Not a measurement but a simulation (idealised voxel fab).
Process module, titled voxel released beams
FYI the section here is cut, 145 nm wide, cells are 5 nm squares.
This document writes a cross-section as a grid whose cells are square, and gives it as bands, listed from the top down; one or more rows of cells form a band. First you get the band's top height and its bottom height, in nm, and then the materials it's made of, left to right, with each width in nm. If you see a single material with "throughout", that one covers the band edge to edge. "air" is empty space. Counting heights begins at 0, where everything beneath is, in the wafer as received, one material. The lowest band has no bottom; it goes on downwards, as "z 0 and below" shows. The width entry "30..40" should be interpreted row by row: the top row of cells in the band takes the first number, the bottom row takes the second number, and the change between adjacent rows is uniform throughout. For the purposes of this document, the phrase "no alteration" attached to a step denotes that no cell within the cross-section was modified by that step. What "Closed internal cavities" gives you is every empty space of 8 cells or more that is cut off from the top. Each appears as width x height at distance, with the distance taken from the left edge and width, height and distance all in nm. It should be noted that, on the line of a given step, the content following the step's settings is a remark produced by the simulator itself with respect to that step. A step's line can hold "overlay nm"; with a mask on that step, the setting says how far right of the planned place the mask lay, while a negative setting says it lay to the left.

plan:
- 1: RECEIVE, material Si
- 2: CONFORMAL_DEP, material Al2O3, thk nm 10
- 3: DIRECTIONAL_DEP, material SiO2, thk nm 10
- 4: MASKED_ETCH, tone open, mask id ANCHOR, width nm 40, etch materials SiO2, depth nm 10, overlay nm 0
- 5: CONFORMAL_DEP, material SiN, thk nm 15
- 6: MASKED_ETCH, tone cover, mask id BEAM, width nm 85, etch materials SiN, depth nm 15, overlay nm 0
- 7: STRIP, etch materials SiO2

First of two wafers, with the run carried out as planned:

Cross-section of the wafer as it came to us, i.e., already through step 1:
z 0 and below: Si throughout
Closed internal cavities: none

Step 2 complete: cross-section through the wafer:
z 10 to 0: Al2O3 throughout
Below a height of 0, the structure has not been altered.

Step 3 complete: cross-section through the wafer:
z 20 to 10: SiO2 throughout
Below a height of 10, the structure has not been altered.

Step 4 complete: cross-section through the wafer:
z 20 to 10: 30 of SiO2  40 of air  75 of SiO2
Below a height of 10, the structure has not been altered.

Step 5 complete: cross-section through the wafer:
z 35 to 25: 45 of SiN  10 of air  90 of SiN
z 25 to 20: SiN throughout
z 20 to 10: 30 of SiO2  40 of SiN  75 of SiO2
Below a height of 10, the structure has not been altered.

Step 6 complete: cross-section through the wafer:
z 35 to 25: 25 of air  20 of SiN  10 of air  55 of SiN  35 of air
z 25 to 20: 25 of air  85 of SiN  35 of air
Below a height of 20, the structure has not been altered.

Step 7 complete: cross-section through the wafer:
z 35 to 25: 25 of air  20 of SiN  10 of air  55 of SiN  35 of air
z 25 to 20: 25 of air  85 of SiN  35 of air
z 20 to 10: 30 of air  40 of SiN  75 of air
Below a height of 10, the structure has not been altered.

What follows concerns the second wafer, which started out like the first and was meant to follow the very same plan; one mistake crept in when it was run, but everything up to and including step 4 is the same as for the first wafer:

Planned end of step 5: second wafer, cross-section:
z 50 to 20: SiN throughout
z 20 to 10: 30 of SiO2  40 of SiN  75 of SiO2
Below a height of 10, the structure has not been altered.

Planned end of step 6: second wafer, cross-section:
z 50 to 35: 25 of air  85 of SiN  35 of air
Below a height of 35, the structure has not been altered.

Planned end of step 7: second wafer, cross-section: no alteration
Plan not followed: step 5 of the plan was twice carried out
The closing comparison, in cells, has the second wafer with more or fewer of some materials than the first: 91 more of SiN | 42 more of SiO2
